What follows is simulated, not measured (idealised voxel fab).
process module | voxel wiring stack
cross-section cut | 240 nm wide | cells 5 nm
A cross-section is a grid of square cells, given in bands from the top down. A band is one or more rows of cells.
Each band's line starts with the height of the band's top and of its bottom, in nm. Then come its materials from left to right, each with its width in nm. One material with "throughout" fills the band from edge to edge. "air" is empty space.
Height 0 is the level under which the wafer as received is all one material. The lowest band goes on downwards, as in "0 down".
A width such as "30 to 40" changes by the same amount from each row of cells to the next, from the band's top row to its bottom row.
"no change" after a step means that no cell of the cross-section changed.
closed voids: empty space of 8 cells or more with no open way to the top, each as width x height at its distance from the left edge, in nm
after a step's settings: what the simulator itself notes on the step
overlay nm, on a step with a mask: how far to the right of its planned place the mask lay; to the left if negative
plan
1 op RECEIVE | material Si
2 op CONFORMAL_DEP | material SiO2 | thk nm 15
3 op CONFORMAL_DEP | material SiN | thk nm 5
4 op DIRECTIONAL_DEP | material lowk | thk nm 20
5 op MASKED_ETCH | tone open | mask id METAL_1 | width nm 30 | pitch nm 50 | etch materials lowk | depth nm 20 | overlay nm 0
6 op MASKED_ETCH | tone open | mask id METAL_1 | width nm 30 | pitch nm 50 | etch materials SiN | depth nm 5 | overlay nm 0
7 op CONFORMAL_DEP | material TiN | thk nm 5
8 op FILL_DEP | material Cu | thk nm 5
9 op CMP | height nm 40
10 op CONFORMAL_DEP | material SiCN | thk nm 5
11 op DIRECTIONAL_DEP | material SiO2 | thk nm 35
12 op DIRECTIONAL_DEP | material aC | thk nm 15
13 op PATTERN | tone open | mask id METAL_2 | material resist | width nm 30 | pitch nm 50 | thk nm 35 | overlay nm 0
14 op DIRECTIONAL_ETCH | etch materials aC | depth nm 15
15 op STRIP | etch materials resist
16 op DIRECTIONAL_ETCH | etch materials SiO2 | depth nm 20
17 op STRIP | etch materials aC
18 op MASKED_ETCH | tone open | mask id METAL_2_HOLES | width nm 15 | pitch nm 50 | etch materials SiO2 | depth nm 15 | overlay nm 0
19 op MASKED_ETCH | tone open | mask id METAL_2_HOLES | width nm 15 | pitch nm 50 | etch materials SiCN | depth nm 5 | overlay nm 0
20 op CONFORMAL_DEP | material TiN | thk nm 5
21 op FILL_DEP | material Cu | thk nm 10
22 op CMP | height nm 80
23 op CONFORMAL_DEP | material SiCN | thk nm 5
24 op DIRECTIONAL_DEP | material SiO2 | thk nm 30
25 op DIRECTIONAL_DEP | material aC | thk nm 15
26 op PATTERN | tone open | mask id METAL_3_HOLES | material resist | width nm 15 | thk nm 30 | overlay nm 0
27 op DIRECTIONAL_ETCH | etch materials aC | depth nm 15
28 op STRIP | etch materials resist
29 op DIRECTIONAL_ETCH | etch materials SiO2 | depth nm 30
30 op STRIP | etch materials aC
31 op DIRECTIONAL_DEP | material aC | thk nm 10
32 op PATTERN | tone open | mask id METAL_3 | material resist | width nm 30 | pitch nm 50 | thk nm 25 | overlay nm 0
33 op DIRECTIONAL_ETCH | etch materials aC | depth nm 10
34 op STRIP | etch materials resist
35 op DIRECTIONAL_ETCH | etch materials SiO2 | depth nm 15
36 op DIRECTIONAL_ETCH | etch materials SiCN | depth nm 5
37 op STRIP | etch materials aC
38 op CONFORMAL_DEP | material TiN | thk nm 5
39 op FILL_DEP | material Cu | thk nm 10
40 op CMP | height nm 115
41 op CONFORMAL_DEP | material SiCN | thk nm 5
as received, after step 1
  0 down: Si throughout
  closed voids: none
a wafer at the end: this start, this plan, one mistake
  120 to 115: SiCN throughout
  115 to 105: SiO2 80 | TiN 5 | Cu 20 | TiN 5 | SiO2 20 | TiN 5 | Cu 20 | TiN 5 | SiO2 80
  105 to 100: SiO2 80 | TiN 5 | Cu 5 | TiN 20 | SiO2 20 | TiN 30 | SiO2 80
  100 to 85: SiO2 80 | TiN 5 | Cu 5 | TiN 5 | SiO2 145
  85 to 80: SiCN 80 | TiN 15 | SiCN 145
  80 to 70: SiO2 70 | TiN 5 | Cu 30 | TiN 5 | SiO2 10 | TiN 5 | Cu 30 | TiN 5 | SiO2 80
  70 to 65: SiO2 70 | TiN 15 | Cu 20 | TiN 5 | SiO2 10 | TiN 15 | Cu 20 | TiN 5 | SiO2 80
  65 to 60: SiO2 80 | TiN 30 | SiO2 20 | TiN 30 | SiO2 80
  60 to 45: SiO2 80 | TiN 5 | SiO2 45 | TiN 5 | SiO2 105
  45 to 40: SiCN 80 | TiN 5 | SiCN 45 | TiN 5 | SiCN 105
  40 to 20: lowk 80 | TiN 5 | Cu 20 | TiN 5 | lowk 20 | TiN 5 | Cu 20 | TiN 5 | lowk 80
  20 to 15: SiN 80 | TiN 30 | SiN 20 | TiN 30 | SiN 80
  15 to 0: SiO2 throughout
  0 down: Si throughout
  closed voids: none
what went wrong: step 18 ran as: op MASKED_ETCH | tone open | mask id METAL_2_HOLES | width nm 15 | pitch nm 50 | etch materials SiO2 | depth nm 15 | overlay nm -10
